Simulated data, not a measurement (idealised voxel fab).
Module name: voxel capacitor over wiring (process module)
Section cut is 220 nm wide and gridded with 5 nm square cells.
In this document a cross-section is written as a grid of square cells. It is given as a series of bands, listed from the top down, and a band is one or more rows of cells.
Within each band entry, the heights of the top and of the bottom of the band appear first, in that order and in nm; the materials of the band then follow from left to right, each with its corresponding width in nm. The designation "full width" on a single material indicates that it fills the band from edge to edge; the designation "blank" indicates empty space.
Ref level 0: as-received wafer is one material below here. Bottom band extends down with no lower bound ("0 -> down").
Think of "30 to 40" as a width that walks from the first number to the second as you go down the band, top row to bottom row, taking equal-sized steps from row to row.
What does "no modifications" mean for a step? It means no cell of the cross-section changed in that step.
"Sealed voids": empty spaces of 8 cells or more with no open way to the top, each given as width x height at distance, distance from the left edge, all in nm.
Anything after a step's settings on that line? It's the simulator's own note about the step.
What "overlay nm" on a step's line means: if the step has a mask, that mask lay this far to the right of its planned place, or, when the value is negative, to the left.

[Planned step list for the process]
1: RECEIVE with material Si
2: CONFORMAL_DEP with material SiO2, thk nm 10
3: CONFORMAL_DEP with material SiCN, thk nm 5
4: DIRECTIONAL_DEP with material SiO2, thk nm 25
5: MASKED_ETCH with tone open, mask id METAL_1, width nm 30, pitch nm 85, etch materials SiO2, depth nm 25, overlay nm 0
6: MASKED_ETCH with tone open, mask id METAL_1, width nm 30, pitch nm 85, etch materials SiCN, depth nm 5, overlay nm 0
7: CONFORMAL_DEP with material TiN, thk nm 5
8: FILL_DEP with material Ru, thk nm 10
9: CMP with height nm 40
10: CONFORMAL_DEP with material SiCN, thk nm 5
11: DIRECTIONAL_DEP with material SiO2, thk nm 15
12: DIRECTIONAL_DEP with material aC, thk nm 10
13: PATTERN with tone open, mask id PLUG_1, material resist, width nm 15, thk nm 30, overlay nm 0
14: DIRECTIONAL_ETCH with etch materials aC, depth nm 10
15: STRIP with etch materials resist
16: DIRECTIONAL_ETCH with etch materials SiO2, depth nm 15
17: DIRECTIONAL_ETCH with etch materials SiCN, depth nm 5
18: STRIP with etch materials aC
19: CONFORMAL_DEP with material TiN, thk nm 5
20: FILL_DEP with material Ru, thk nm 10
21: CMP with height nm 60
22: DIRECTIONAL_DEP with material TiN, thk nm 10
23: DIRECTIONAL_DEP with material HfO2, thk nm 5
24: DIRECTIONAL_DEP with material TiN, thk nm 10
25: DIRECTIONAL_DEP with material aC, thk nm 10
26: PATTERN with tone cover, mask id UPPER_PLATE, material resist, width nm 60, thk nm 25, overlay nm 0
27: DIRECTIONAL_ETCH with etch materials aC, depth nm 10
28: STRIP with etch materials resist
29: DIRECTIONAL_ETCH with etch materials TiN, depth nm 10
30: DIRECTIONAL_ETCH with etch materials HfO2, depth nm 5
31: STRIP with etch materials aC
32: DIRECTIONAL_DEP with material aC, thk nm 15
33: PATTERN with tone cover, mask id LOWER_PLATE, material resist, width nm 70, thk nm 30, overlay nm 0
34: DIRECTIONAL_ETCH with etch materials aC, depth nm 15
35: STRIP with etch materials resist
36: DIRECTIONAL_ETCH with etch materials TiN, depth nm 10
37: STRIP with etch materials aC
38: FILL_DEP with material SiO2, thk nm 15
39: CMP with height nm 95
40: MASKED_ETCH with tone open, mask id PLUG_2, width nm 15, etch materials SiO2, depth nm 10, overlay nm 0
41: CONFORMAL_DEP with material TiN, thk nm 5
42: FILL_DEP with material W, thk nm 10
43: CMP with height nm 95
44: CONFORMAL_DEP with material SiN, thk nm 5

[First of two wafers, with the run carried out as planned]

[Cross-section of the wafer upon arrival, representing the state reached after step 1]
  0 -> down  Si full width
  Sealed voids: none

[after step 2]
  10 -> 0  SiO2 full width
  Everything under 0 stays put, no change at all.

[after step 3]
  15 -> 10  SiCN full width
  Everything under 10 stays put, no change at all.

[after step 4]
  40 -> 15  SiO2 full width
  Everything under 15 stays put, no change at all.

[after step 5]
  40 -> 15  SiO2=50 / blank=30 / SiO2=55 / blank=30 / SiO2=55
  Everything under 15 stays put, no change at all.

[after step 6]
  40 -> 15  SiO2=50 / blank=30 / SiO2=55 / blank=30 / SiO2=55
  15 -> 10  SiCN=50 / blank=30 / SiCN=55 / blank=30 / SiCN=55
  Everything under 10 stays put, no change at all.

[after step 7]
  45 -> 40  TiN=55 / blank=20 / TiN=65 / blank=20 / TiN=60
  40 -> 15  SiO2=50 / TiN=5 / blank=20 / TiN=5 / SiO2=55 / TiN=5 / blank=20 / TiN=5 / SiO2=55
  15 -> 10  SiCN=50 / TiN=30 / SiCN=55 / TiN=30 / SiCN=55
  Everything under 10 stays put, no change at all.

[after step 8]
  55 -> 45  Ru full width
  45 -> 40  TiN=55 / Ru=20 / TiN=65 / Ru=20 / TiN=60
  40 -> 15  SiO2=50 / TiN=5 / Ru=20 / TiN=5 / SiO2=55 / TiN=5 / Ru=20 / TiN=5 / SiO2=55
  Everything under 15 stays put, no change at all.

[after step 9]
  40 -> 15  SiO2=50 / TiN=5 / Ru=20 / TiN=5 / SiO2=55 / TiN=5 / Ru=20 / TiN=5 / SiO2=55
  Everything under 15 stays put, no change at all.

[after step 10]
  45 -> 40  SiCN full width
  Everything under 40 stays put, no change at all.

[after step 11]
  60 -> 45  SiO2 full width
  Everything under 45 stays put, no change at all.

[after step 12]
  70 -> 60  aC full width
  Everything under 60 stays put, no change at all.

[after step 13]
  100 -> 70  resist=65 / blank=15 / resist=140
  Everything under 70 stays put, no change at all.

[after step 14]
  90 -> 70  resist=65 / blank=15 / resist=140
  70 -> 60  aC=65 / blank=15 / aC=140
  Everything under 60 stays put, no change at all.

[after step 15]
  70 -> 60  aC=65 / blank=15 / aC=140
  Everything under 60 stays put, no change at all.

[after step 16]
  70 -> 60  aC=65 / blank=15 / aC=140
  60 -> 45  SiO2=65 / blank=15 / SiO2=140
  Everything under 45 stays put, no change at all.

[after step 17]
  70 -> 60  aC=65 / blank=15 / aC=140
  60 -> 45  SiO2=65 / blank=15 / SiO2=140
  45 -> 40  SiCN=65 / blank=15 / SiCN=140
  Everything under 40 stays put, no change at all.

[after step 18]
  60 -> 45  SiO2=65 / blank=15 / SiO2=140
  Everything under 45 stays put, no change at all.

[after step 19]
  65 -> 60  TiN=70 / blank=5 / TiN=145
  60 -> 45  SiO2=65 / TiN=5 / blank=5 / TiN=5 / SiO2=140
  45 -> 40  SiCN=65 / TiN=15 / SiCN=140
  Everything under 40 stays put, no change at all.

[after step 20]
  75 -> 65  Ru full width
  65 -> 60  TiN=70 / Ru=5 / TiN=145
  60 -> 45  SiO2=65 / TiN=5 / Ru=5 / TiN=5 / SiO2=140
  Everything under 45 stays put, no change at all.

[after step 21]
  60 -> 45  SiO2=65 / TiN=5 / Ru=5 / TiN=5 / SiO2=140
  Everything under 45 stays put, no change at all.

[after step 22]
  70 -> 60  TiN full width
  Everything under 60 stays put, no change at all.

[after step 23]
  75 -> 70  HfO2 full width
  Everything under 70 stays put, no change at all.

[after step 24]
  85 -> 75  TiN full width
  Everything under 75 stays put, no change at all.

[after step 25]
  95 -> 85  aC full width
  Everything under 85 stays put, no change at all.

[after step 26]
  120 -> 95  blank=65 / resist=60 / blank=95
  Everything under 95 stays put, no change at all.

[after step 27]
  110 -> 95  blank=65 / resist=60 / blank=95
  95 -> 85  blank=65 / aC=60 / blank=95
  Everything under 85 stays put, no change at all.

[after step 28]
  95 -> 85  blank=65 / aC=60 / blank=95
  Everything under 85 stays put, no change at all.

[after step 29]
  95 -> 85  blank=65 / aC=60 / blank=95
  85 -> 75  blank=65 / TiN=60 / blank=95
  Everything under 75 stays put, no change at all.

[after step 30]
  95 -> 85  blank=65 / aC=60 / blank=95
  85 -> 75  blank=65 / TiN=60 / blank=95
  75 -> 70  blank=65 / HfO2=60 / blank=95
  Everything under 70 stays put, no change at all.

[after step 31]
  85 -> 75  blank=65 / TiN=60 / blank=95
  Everything under 75 stays put, no change at all.

[after step 32]
  100 -> 85  blank=65 / aC=60 / blank=95
  85 -> 75  aC=65 / TiN=60 / aC=95
  75 -> 70  aC=65 / HfO2=60 / aC=95
  Everything under 70 stays put, no change at all.

[after step 33]
  130 -> 100  blank=60 / resist=70 / blank=90
  100 -> 85  blank=60 / resist=5 / aC=60 / resist=5 / blank=90
  Everything under 85 stays put, no change at all.

[after step 34]
  115 -> 100  blank=60 / resist=70 / blank=90
  100 -> 85  blank=60 / resist=5 / aC=60 / resist=5 / blank=90
  85 -> 75  blank=60 / aC=5 / TiN=60 / aC=5 / blank=90
  75 -> 70  blank=60 / aC=5 / HfO2=60 / aC=5 / blank=90
  Everything under 70 stays put, no change at all.

[after step 35]
  100 -> 85  blank=65 / aC=60 / blank=95
  Everything under 85 stays put, no change at all.

[after step 36]
  100 -> 85  blank=65 / aC=60 / blank=95
  85 -> 75  blank=60 / aC=5 / TiN=60 / aC=5 / blank=90
  75 -> 70  blank=60 / aC=5 / HfO2=60 / aC=5 / blank=90
  70 -> 60  blank=60 / TiN=70 / blank=90
  Everything under 60 stays put, no change at all.

[after step 37]
  85 -> 75  blank=65 / TiN=60 / blank=95
  75 -> 70  blank=65 / HfO2=60 / blank=95
  Everything under 70 stays put, no change at all.

[after step 38]
  100 -> 85  SiO2 full width
  85 -> 75  SiO2=65 / TiN=60 / SiO2=95
  75 -> 70  SiO2=65 / HfO2=60 / SiO2=95
  70 -> 60  SiO2=60 / TiN=70 / SiO2=90
  Everything under 60 stays put, no change at all.

[after step 39]
  95 -> 85  SiO2 full width
  Everything under 85 stays put, no change at all.

[after step 40]
  95 -> 85  SiO2=75 / blank=15 / SiO2=130
  Everything under 85 stays put, no change at all.

[after step 41]
  100 -> 95  TiN=80 / blank=5 / TiN=135
  95 -> 90  SiO2=75 / TiN=5 / blank=5 / TiN=5 / SiO2=130
  90 -> 85  SiO2=75 / TiN=15 / SiO2=130
  Everything under 85 stays put, no change at all.

[after step 42]
  110 -> 100  W full width
  100 -> 95  TiN=80 / W=5 / TiN=135
  95 -> 90  SiO2=75 / TiN=5 / W=5 / TiN=5 / SiO2=130
  Everything under 90 stays put, no change at all.

[after step 43]
  95 -> 90  SiO2=75 / TiN=5 / W=5 / TiN=5 / SiO2=130
  Everything under 90 stays put, no change at all.

[after step 44]
  100 -> 95  SiN full width
  Everything under 95 stays put, no change at all.

[For the second wafer, take the first wafer's start and plan, then add one mistake made in running it; everything through step 42, that step included, is shared with the first]

Cross-section of the second wafer at the time step 43 of the plan should have ended: no modifications

[Cross-section of the second wafer at the time step 44 of the plan should have ended]
  115 -> 110  SiN full width
  Everything under 110 stays put, no change at all.
What broke from the plan during processing? step 43 of the plan was excluded from execution and never run
Counted in cells at the end, the second wafer holds more or fewer of these materials than the first: TiN +43, W +89
